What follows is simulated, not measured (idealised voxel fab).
Process module, titled voxel transistor to metal
Shown is cross-section cut, with a width of 215 nm and square cells of size 5 nm.
We lay out every cross-section as a grid of square cells and spell it out in bands from the top down, where one band means one or more rows of cells. Band: top and bottom heights (nm) first, top before bottom; then materials from left to right, widths in nm. "full width" marks a sole material filling the band edge to edge. "blank" denotes empty space. Heights are expressed relative to 0, this being the level below which the as-received wafer comprises one material exclusively. The lowest band is unbounded in the downward direction and is denoted as in "from 0 down". Per-row width for "30 to 40": begins at first number (top row of band), ends at second number (bottom row), increment between rows held constant. Key: "nothing altered" - step with no changed cell in the cross-section. The list in "Tabulated closed voids" covers empty spaces of 8 cells or more that cannot reach the top through any open way, and it gives each as width x height at distance; the distance is from the left edge, and width, height and distance are in nm. The remark found on a step's line after its settings is issued by the simulator itself and pertains to that step. If you see "overlay nm" on a step's line and that step has a mask, it's telling you how far right of where it was planned the mask ended up; a negative number means it went left instead.

### Intended process steps
- 1: RECEIVE,material Si
- 2: CONFORMAL_DEP,material SiO2,thk nm 5
- 3: CONFORMAL_DEP,material SiN,thk nm 15
- 4: PATTERN,tone cover,mask id ACTIVE,material resist,width nm 95,thk nm 20,overlay nm 0
- 5: DIRECTIONAL_ETCH,etch materials SiN,depth nm 15
- 6: DIRECTIONAL_ETCH,etch materials SiO2,depth nm 5
- 7: DIRECTIONAL_ETCH,etch materials Si,depth nm 30
- 8: STRIP,etch materials resist
- 9: FILL_DEP,material SiO2,thk nm 10
- 10: CMP,height nm 20
- 11: SELECTIVE_ETCH,etch materials SiO2,depth nm 10
- 12: STRIP,etch materials SiN
- 13: SELECTIVE_ETCH,etch materials SiO2,depth nm 5
- 14: OXIDIZE,depth nm 5
- 15: DIRECTIONAL_DEP,material polySi,thk nm 20
- 16: DIRECTIONAL_DEP,material SiCN,thk nm 10
- 17: DIRECTIONAL_DEP,material aC,thk nm 15
- 18: PATTERN,tone cover,mask id GATE,material resist,width nm 25,thk nm 35,overlay nm 0
- 19: DIRECTIONAL_ETCH,etch materials aC,depth nm 15
- 20: STRIP,etch materials resist
- 21: DIRECTIONAL_ETCH,etch materials SiCN,depth nm 20
- 22: DIRECTIONAL_ETCH,etch materials polySi,depth nm 30
- 23: STRIP,etch materials aC
- 24: CONFORMAL_DEP,material SiN,thk nm 5
- 25: DIRECTIONAL_ETCH,etch materials SiN,depth nm 5
- 26: DIRECTIONAL_ETCH,etch materials SiO2,depth nm 5
- 27: EPI,material nSi,thk nm 5
- 28: FILL_DEP,material SiO2,thk nm 10
- 29: CMP,height nm 30
- 30: DIRECTIONAL_DEP,material SiO2,thk nm 10
- 31: MASKED_ETCH,tone open,mask id CONTACT,width nm 15,pitch nm 70,etch materials SiO2,depth nm 40,overlay nm 0
- 32: CONFORMAL_DEP,material TiN,thk nm 5
- 33: FILL_DEP,material Ru,thk nm 5
- 34: CMP,height nm 40
- 35: DIRECTIONAL_DEP,material TiN,thk nm 5
- 36: DIRECTIONAL_DEP,material W,thk nm 20
- 37: MASKED_ETCH,tone cover,mask id METAL_1,width nm 15,pitch nm 70,etch materials W,depth nm 20,overlay nm 0
- 38: MASKED_ETCH,tone cover,mask id METAL_1,width nm 15,pitch nm 70,etch materials TiN,depth nm 5,overlay nm 0
- 39: FILL_DEP,material SiO2,thk nm 5
- 40: CMP,height nm 65
- 41: CONFORMAL_DEP,material SiN,thk nm 5

### Cross-section of the wafer upon arrival, representing the state reached after step 1
	from 0 down  Si full width
	Tabulated closed voids: none

### Here's the wafer cut in cross-section after the module, started and planned just like above, except one thing was done wrong in the run
	from 70 to 65  SiN full width
	from 65 to 45  Ru full width
	from 45 to 40  TiN full width
	from 40 to 30  65 of SiO2 | 5 of TiN | 5 of Ru | 5 of TiN | 55 of SiO2 | 5 of TiN | 5 of Ru | 5 of TiN | 65 of SiO2
	from 30 to 20  65 of SiO2 | 5 of TiN | 5 of Ru | 5 of TiN | 10 of SiO2 | 5 of SiN | 25 of SiCN | 5 of SiN | 10 of SiO2 | 5 of TiN | 5 of Ru | 5 of TiN | 65 of SiO2
	from 20 to 5  65 of SiO2 | 5 of TiN | 5 of Ru | 5 of TiN | 10 of SiO2 | 5 of SiN | 25 of polySi | 5 of SiN | 10 of SiO2 | 5 of TiN | 5 of Ru | 5 of TiN | 65 of SiO2
	from 5 to 0  55 of SiO2 | 5 of SiN | 5 of SiO2 | 15 of TiN | 10 of SiO2 | 5 of SiN | 25 of polySi | 5 of SiN | 10 of SiO2 | 15 of TiN | 5 of SiO2 | 5 of SiN | 55 of SiO2
	from 0 to -5  60 of SiO2 | 30 of nSi | 35 of SiO2 | 30 of nSi | 60 of SiO2
	from -5 to -30  60 of SiO2 | 95 of Si | 60 of SiO2
	from -30 down  Si full width
	Tabulated closed voids: none
Run error: step 36: run off-plan, actual operation and settings DIRECTIONAL_DEP,material Ru,thk nm 20
